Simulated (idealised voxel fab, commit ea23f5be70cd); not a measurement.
process module | voxel double patterning
cross-section cut | 140 nm wide | cells 5 nm
A cross-section is a grid of square cells, given in bands from the top down. A band is one or more rows of cells.
Each band's line starts with the height of the band's top and of its bottom, in nm. Then come its materials from left to right, each with its width in nm. One material with "throughout" fills the band from edge to edge. "air" is empty space.
Height 0 is the level under which the wafer as received is all one material. The lowest band goes on downwards, as in "0 down".
A width such as "30 to 40" changes by the same amount from each row of cells to the next, from the band's top row to its bottom row.
"no change" after a step means that no cell of the cross-section changed.
closed voids: empty space of 8 cells or more with no open way to the top, each as width x height at its distance from the left edge, in nm
after a step's settings: what the simulator itself notes on the step
overlay nm, on a step with a mask: how far to the right of its planned place the mask lay; to the left if negative
plan
1 op RECEIVE | material Si
2 op CONFORMAL_DEP | material SiO2 | thk nm 5
3 op DIRECTIONAL_DEP | material W | thk nm 15
4 op DIRECTIONAL_DEP | material SiN | thk nm 5
5 op MASKED_ETCH | tone open | mask id FIRST | width nm 15 | pitch nm 50 | etch materials SiN | depth nm 5 | overlay nm 0
6 op MASKED_ETCH | tone open | mask id SECOND | width nm 15 | etch materials SiN | depth nm 5 | overlay nm -15
7 op DIRECTIONAL_ETCH | etch materials W | depth nm 15
8 op STRIP | etch materials SiN
varied across the wafers: overlay nm of step 6. The plan shows the first wafer's value. All wafers start alike
first wafer as received, after step 1
  0 down: Si throughout
  closed voids: none
each wafer at the end: cells of each material gained (+) or lost (-) since it was received, then its closed voids
overlay nm -15 | +28 SiO2 | +60 W | closed voids: none
overlay nm -10 | +28 SiO2 | +57 W | closed voids: none
overlay nm -5 | +28 SiO2 | +57 W | closed voids: none
overlay nm 0 | +28 SiO2 | +57 W | closed voids: none
overlay nm 5 | +28 SiO2 | +57 W | closed voids: none
overlay nm 10 | +28 SiO2 | +57 W | closed voids: none
overlay nm 15 | +28 SiO2 | +60 W | closed voids: none
